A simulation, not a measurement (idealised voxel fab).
A process module follows: voxel wiring stack.
Cross-section cut spans 220 nm and uses square cells 5 nm in size.
Square cells in a grid make up a cross-section in this document, and the grid is given as bands, listed from the top down, each one or more rows of cells. Quick guide to a band line: top height, bottom height (nm) up front; then every material left to right with its width in nm. Only one material and it's marked "full width"? Then it fills the band edge to edge. And "air" just means empty space. Note: height 0 marks the level under which the wafer is uniformly one material as received. Lowest band unbounded below, written "from 0 down". Graded width ("30..40"): value in top row of band = first number; value in bottom row = second number; row-to-row change constant. Where a step carries "remains unaltered", the cross-section came out of it unchanged, cell for cell. Listed in "Sealed void listing": every empty space of 8 or more cells without an open way to the top. Form: width x height at distance, the distance being from the left edge, all in nm. after a step's settings: what the simulator itself notes on the step. overlay nm: how far to the right of its planned place the mask lay on this masked step (negative: to the left).
This section lists the process steps that were planned:
| 1 | RECEIVE: material Si |
| 2 | CONFORMAL_DEP: material SiO2, thk nm 15 |
| 3 | DIRECTIONAL_DEP: material TiN, thk nm 5 |
| 4 | DIRECTIONAL_DEP: material W, thk nm 15 |
| 5 | DIRECTIONAL_DEP: material aC, thk nm 10 |
| 6 | PATTERN: tone cover, mask id METAL_1, material resist, width nm 25, pitch nm 40, thk nm 30, overlay nm 0 |
| 7 | DIRECTIONAL_ETCH: etch materials aC, depth nm 10 |
| 8 | STRIP: etch materials resist |
| 9 | DIRECTIONAL_ETCH: etch materials W, depth nm 15 |
| 10 | DIRECTIONAL_ETCH: etch materials TiN, depth nm 5 |
| 11 | STRIP: etch materials aC |
| 12 | CONFORMAL_DEP: material SiCN, thk nm 5 |
| 13 | FILL_DEP: material SiO2, thk nm 5 |
| 14 | CMP: height nm 35 |
| 15 | CONFORMAL_DEP: material SiCN, thk nm 5 |
| 16 | DIRECTIONAL_DEP: material SiO2, thk nm 30 |
| 17 | DIRECTIONAL_DEP: material aC, thk nm 10 |
| 18 | PATTERN: tone open, mask id METAL_2, material resist, width nm 25, pitch nm 40, thk nm 30, overlay nm 0 |
| 19 | DIRECTIONAL_ETCH: etch materials aC, depth nm 10 |
| 20 | STRIP: etch materials resist |
| 21 | DIRECTIONAL_ETCH: etch materials SiO2, depth nm 15 |
| 22 | STRIP: etch materials aC |
| 23 | MASKED_ETCH: tone open, mask id METAL_2_HOLES, width nm 15, pitch nm 40, etch materials SiO2, depth nm 15, overlay nm 0 |
| 24 | MASKED_ETCH: tone open, mask id METAL_2_HOLES, width nm 15, pitch nm 40, etch materials SiCN, depth nm 5, overlay nm 0 |
| 25 | CONFORMAL_DEP: material TiN, thk nm 5 |
| 26 | FILL_DEP: material Cu, thk nm 10 |
| 27 | CMP: height nm 70 |
| 28 | CONFORMAL_DEP: material SiN, thk nm 5 |
Concerning the first of two wafers, which was run in accordance with the plan:
Cross-sectional view of the wafer in its as-received condition, corresponding to the state after step 1:
    from 0 down  Si full width
    Sealed void listing: none
Sectional view: wafer, after step 2:
    from 15 to 0  SiO2 full width
    Nothing below the height 0 has changed.
Sectional view: wafer, after step 3:
    from 20 to 15  TiN full width
    Nothing below the height 15 has changed.
Sectional view: wafer, after step 4:
    from 35 to 20  W full width
    Nothing below the height 20 has changed.
Sectional view: wafer, after step 5:
    from 45 to 35  aC full width
    Nothing below the height 35 has changed.
Sectional view: wafer, after step 6:
    from 75 to 45  75 of air / 25 of resist / 15 of air / 25 of resist / 80 of air
    Nothing below the height 45 has changed.
Sectional view: wafer, after step 7:
    from 65 to 45  75 of air / 25 of resist / 15 of air / 25 of resist / 80 of air
    from 45 to 35  75 of air / 25 of aC / 15 of air / 25 of aC / 80 of air
    Nothing below the height 35 has changed.
Sectional view: wafer, after step 8:
    from 45 to 35  75 of air / 25 of aC / 15 of air / 25 of aC / 80 of air
    Nothing below the height 35 has changed.
Sectional view: wafer, after step 9:
    from 45 to 35  75 of air / 25 of aC / 15 of air / 25 of aC / 80 of air
    from 35 to 20  75 of air / 25 of W / 15 of air / 25 of W / 80 of air
    Nothing below the height 20 has changed.
Sectional view: wafer, after step 10:
    from 45 to 35  75 of air / 25 of aC / 15 of air / 25 of aC / 80 of air
    from 35 to 20  75 of air / 25 of W / 15 of air / 25 of W / 80 of air
    from 20 to 15  75 of air / 25 of TiN / 15 of air / 25 of TiN / 80 of air
    Nothing below the height 15 has changed.
Sectional view: wafer, after step 11:
    from 35 to 20  75 of air / 25 of W / 15 of air / 25 of W / 80 of air
    Nothing below the height 20 has changed.
Sectional view: wafer, after step 12:
    from 40 to 35  70 of air / 35 of SiCN / 5 of air / 35 of SiCN / 75 of air
    from 35 to 20  70 of air / 5 of SiCN / 25 of W / 5 of SiCN / 5 of air / 5 of SiCN / 25 of W / 5 of SiCN / 75 of air
    from 20 to 15  75 of SiCN / 25 of TiN / 15 of SiCN / 25 of TiN / 80 of SiCN
    Nothing below the height 15 has changed.
Sectional view: wafer, after step 13:
    from 45 to 40  SiO2 full width
    from 40 to 35  70 of SiO2 / 35 of SiCN / 5 of SiO2 / 35 of SiCN / 75 of SiO2
    from 35 to 20  70 of SiO2 / 5 of SiCN / 25 of W / 5 of SiCN / 5 of SiO2 / 5 of SiCN / 25 of W / 5 of SiCN / 75 of SiO2
    Nothing below the height 20 has changed.
Sectional view: wafer, after step 14:
    from 35 to 20  70 of SiO2 / 5 of SiCN / 25 of W / 5 of SiCN / 5 of SiO2 / 5 of SiCN / 25 of W / 5 of SiCN / 75 of SiO2
    Nothing below the height 20 has changed.
Sectional view: wafer, after step 15:
    from 40 to 35  SiCN full width
    Nothing below the height 35 has changed.
Sectional view: wafer, after step 16:
    from 70 to 40  SiO2 full width
    Nothing below the height 40 has changed.
Sectional view: wafer, after step 17:
    from 80 to 70  aC full width
    Nothing below the height 70 has changed.
Sectional view: wafer, after step 18:
    from 110 to 80  75 of resist / 25 of air / 15 of resist / 25 of air / 80 of resist
    Nothing below the height 80 has changed.
Sectional view: wafer, after step 19:
    from 100 to 80  75 of resist / 25 of air / 15 of resist / 25 of air / 80 of resist
    from 80 to 70  75 of aC / 25 of air / 15 of aC / 25 of air / 80 of aC
    Nothing below the height 70 has changed.
Sectional view: wafer, after step 20:
    from 80 to 70  75 of aC / 25 of air / 15 of aC / 25 of air / 80 of aC
    Nothing below the height 70 has changed.
Sectional view: wafer, after step 21:
    from 80 to 70  75 of aC / 25 of air / 15 of aC / 25 of air / 80 of aC
    from 70 to 55  75 of SiO2 / 25 of air / 15 of SiO2 / 25 of air / 80 of SiO2
    Nothing below the height 55 has changed.
Sectional view: wafer, after step 22:
    from 70 to 55  75 of SiO2 / 25 of air / 15 of SiO2 / 25 of air / 80 of SiO2
    Nothing below the height 55 has changed.
Sectional view: wafer, after step 23:
    from 70 to 55  75 of SiO2 / 25 of air / 15 of SiO2 / 25 of air / 80 of SiO2
    from 55 to 40  75 of SiO2 / 15 of air / 25 of SiO2 / 15 of air / 90 of SiO2
    Nothing below the height 40 has changed.
Sectional view: wafer, after step 24:
    from 70 to 55  75 of SiO2 / 25 of air / 15 of SiO2 / 25 of air / 80 of SiO2
    from 55 to 40  75 of SiO2 / 15 of air / 25 of SiO2 / 15 of air / 90 of SiO2
    from 40 to 35  75 of SiCN / 15 of air / 25 of SiCN / 15 of air / 90 of SiCN
    Nothing below the height 35 has changed.
Sectional view: wafer, after step 25:
    from 75 to 70  80 of TiN / 15 of air / 25 of TiN / 15 of air / 85 of TiN
    from 70 to 60  75 of SiO2 / 5 of TiN / 15 of air / 5 of TiN / 15 of SiO2 / 5 of TiN / 15 of air / 5 of TiN / 80 of SiO2
    from 60 to 55  75 of SiO2 / 5 of TiN / 5 of air / 15 of TiN / 15 of SiO2 / 5 of TiN / 5 of air / 15 of TiN / 80 of SiO2
    from 55 to 40  75 of SiO2 / 5 of TiN / 5 of air / 5 of TiN / 25 of SiO2 / 5 of TiN / 5 of air / 5 of TiN / 90 of SiO2
    from 40 to 35  75 of SiCN / 15 of TiN / 25 of SiCN / 15 of TiN / 90 of SiCN
    Nothing below the height 35 has changed.
Sectional view: wafer, after step 26:
    from 85 to 75  Cu full width
    from 75 to 70  80 of TiN / 15 of Cu / 25 of TiN / 15 of Cu / 85 of TiN
    from 70 to 60  75 of SiO2 / 5 of TiN / 15 of Cu / 5 of TiN / 15 of SiO2 / 5 of TiN / 15 of Cu / 5 of TiN / 80 of SiO2
    from 60 to 55  75 of SiO2 / 5 of TiN / 5 of Cu / 15 of TiN / 15 of SiO2 / 5 of TiN / 5 of Cu / 15 of TiN / 80 of SiO2
    from 55 to 40  75 of SiO2 / 5 of TiN / 5 of Cu / 5 of TiN / 25 of SiO2 / 5 of TiN / 5 of Cu / 5 of TiN / 90 of SiO2
    Nothing below the height 40 has changed.
Sectional view: wafer, after step 27:
    from 70 to 60  75 of SiO2 / 5 of TiN / 15 of Cu / 5 of TiN / 15 of SiO2 / 5 of TiN / 15 of Cu / 5 of TiN / 80 of SiO2
    Nothing below the height 60 has changed.
Sectional view: wafer, after step 28:
    from 75 to 70  SiN full width
    Nothing below the height 70 has changed.
The remaining wafer, second of the two, started like the first and was run to the same plan, except that one mistake was made along the way; the two coincide through step 26, inclusive:
Second wafer, cut view, end of step 27 per plan: remains unaltered
Second wafer, cut view, end of step 28 per plan:
    from 90 to 85  SiN full width
    Nothing below the height 85 has changed.
The mistake made against the process plan was this: step 27 of the plan was jumped over and never run
Cell-count delta at end, second wafer over first, by material: 94 more of Cu | 38 more of TiN
